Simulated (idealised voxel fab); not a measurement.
process module | voxel fin reveal
cross-section cut | 215 nm wide | cells 5 nm
A cross-section is a grid of square cells, given in bands from the top down. A band is one or more rows of cells.
Each band's line starts with the height of the band's top and of its bottom, in nm. Then come its materials from left to right, each with its width in nm. One material with "throughout" fills the band from edge to edge. "air" is empty space.
Height 0 is the level under which the wafer as received is all one material. The lowest band goes on downwards, as in "0 down".
A width such as "30 to 40" changes by the same amount from each row of cells to the next, from the band's top row to its bottom row.
"no change" after a step means that no cell of the cross-section changed.
closed voids: empty space of 8 cells or more with no open way to the top, each as width x height at its distance from the left edge, in nm
after a step's settings: what the simulator itself notes on the step
overlay nm, on a step with a mask: how far to the right of its planned place the mask lay; to the left if negative
plan
1 op RECEIVE | material Si
2 op CONFORMAL_DEP | material SiN | thk nm 10
3 op DIRECTIONAL_DEP | material aC | thk nm 10
4 op PATTERN | tone cover | mask id FINS | material resist | width nm 15 | pitch nm 40 | thk nm 25 | overlay nm 0
5 op DIRECTIONAL_ETCH | etch materials aC | depth nm 10
6 op STRIP | etch materials resist
7 op DIRECTIONAL_ETCH | etch materials SiN | depth nm 10
8 op DIRECTIONAL_ETCH | etch materials Si | depth nm 30
9 op STRIP | etch materials aC
10 op OXIDIZE | depth nm 5
11 op FILL_DEP | material SiO2 | thk nm 10
12 op CMP | height nm 10
13 op SELECTIVE_ETCH | etch materials SiO2 | depth nm 25
14 op STRIP | etch materials SiN
first wafer, as planned
as received, after step 1
  0 down: Si throughout
  closed voids: none
after step 2
  10 to 0: SiN throughout
  below 0: unchanged
after step 3
  20 to 10: aC throughout
  below 10: unchanged
after step 4
  45 to 20: air 60 | resist 15 | air 25 | resist 15 | air 25 | resist 15 | air 60
  below 20: unchanged
after step 5
  35 to 20: air 60 | resist 15 | air 25 | resist 15 | air 25 | resist 15 | air 60
  20 to 10: air 60 | aC 15 | air 25 | aC 15 | air 25 | aC 15 | air 60
  below 10: unchanged
after step 6
  20 to 10: air 60 | aC 15 | air 25 | aC 15 | air 25 | aC 15 | air 60
  below 10: unchanged
after step 7
  20 to 10: air 60 | aC 15 | air 25 | aC 15 | air 25 | aC 15 | air 60
  10 to 0: air 60 | SiN 15 | air 25 | SiN 15 | air 25 | SiN 15 | air 60
  below 0: unchanged
after step 8
  20 to 10: air 60 | aC 15 | air 25 | aC 15 | air 25 | aC 15 | air 60
  10 to 0: air 60 | SiN 15 | air 25 | SiN 15 | air 25 | SiN 15 | air 60
  0 to -30: air 60 | Si 15 | air 25 | Si 15 | air 25 | Si 15 | air 60
  below -30: unchanged
after step 9
  10 to 0: air 60 | SiN 15 | air 25 | SiN 15 | air 25 | SiN 15 | air 60
  below 0: unchanged
after step 10
  10 to 0: air 60 | SiN 15 | air 25 | SiN 15 | air 25 | SiN 15 | air 60
  0 to -30: air 60 | SiO2 5 | Si 5 | SiO2 5 | air 25 | SiO2 5 | Si 5 | SiO2 5 | air 25 | SiO2 5 | Si 5 | SiO2 5 | air 60
  -30 to -35: SiO2 65 | Si 5 | SiO2 35 | Si 5 | SiO2 35 | Si 5 | SiO2 65
  below -35: unchanged
after step 11
  20 to 10: SiO2 throughout
  10 to 0: SiO2 60 | SiN 15 | SiO2 25 | SiN 15 | SiO2 25 | SiN 15 | SiO2 60
  0 to -35: SiO2 65 | Si 5 | SiO2 35 | Si 5 | SiO2 35 | Si 5 | SiO2 65
  below -35: unchanged
after step 12
  10 to 0: SiO2 60 | SiN 15 | SiO2 25 | SiN 15 | SiO2 25 | SiN 15 | SiO2 60
  below 0: unchanged
after step 13
  10 to 0: air 60 | SiN 15 | air 25 | SiN 15 | air 25 | SiN 15 | air 60
  0 to -15: air 65 | Si 5 | air 35 | Si 5 | air 35 | Si 5 | air 65
  below -15: unchanged
after step 14
  0 to -15: air 65 | Si 5 | air 35 | Si 5 | air 35 | Si 5 | air 65
  below -15: unchanged
second wafer: like start, like plan, one mistake. Through step 5 it matches the first wafer
when step 6 should have ended: no change
when step 7 should have ended
  35 to 20: air 60 | resist 15 | air 25 | resist 15 | air 25 | resist 15 | air 60
  20 to 10: air 60 | aC 15 | air 25 | aC 15 | air 25 | aC 15 | air 60
  10 to 0: air 60 | SiN 15 | air 25 | SiN 15 | air 25 | SiN 15 | air 60
  below 0: unchanged
when step 8 should have ended
  35 to 20: air 60 | resist 15 | air 25 | resist 15 | air 25 | resist 15 | air 60
  20 to 10: air 60 | aC 15 | air 25 | aC 15 | air 25 | aC 15 | air 60
  10 to 0: air 60 | SiN 15 | air 25 | SiN 15 | air 25 | SiN 15 | air 60
  0 to -30: air 60 | Si 15 | air 25 | Si 15 | air 25 | Si 15 | air 60
  below -30: unchanged
when step 9 should have ended
  10 to 0: air 60 | SiN 15 | air 25 | SiN 15 | air 25 | SiN 15 | air 60
  below 0: unchanged
when step 10 should have ended
  10 to 0: air 60 | SiN 15 | air 25 | SiN 15 | air 25 | SiN 15 | air 60
  0 to -30: air 60 | SiO2 5 | Si 5 | SiO2 5 | air 25 | SiO2 5 | Si 5 | SiO2 5 | air 25 | SiO2 5 | Si 5 | SiO2 5 | air 60
  -30 to -35: SiO2 65 | Si 5 | SiO2 35 | Si 5 | SiO2 35 | Si 5 | SiO2 65
  below -35: unchanged
when step 11 should have ended
  20 to 10: SiO2 throughout
  10 to 0: SiO2 60 | SiN 15 | SiO2 25 | SiN 15 | SiO2 25 | SiN 15 | SiO2 60
  0 to -35: SiO2 65 | Si 5 | SiO2 35 | Si 5 | SiO2 35 | Si 5 | SiO2 65
  below -35: unchanged
when step 12 should have ended
  10 to 0: SiO2 60 | SiN 15 | SiO2 25 | SiN 15 | SiO2 25 | SiN 15 | SiO2 60
  below 0: unchanged
when step 13 should have ended
  10 to 0: air 60 | SiN 15 | air 25 | SiN 15 | air 25 | SiN 15 | air 60
  0 to -15: air 65 | Si 5 | air 35 | Si 5 | air 35 | Si 5 | air 65
  below -15: unchanged
when step 14 should have ended
  0 to -15: air 65 | Si 5 | air 35 | Si 5 | air 35 | Si 5 | air 65
  below -15: unchanged
what went wrong: step 6 was left out
at the end the two cross-sections are the same: no effect in what this model computes
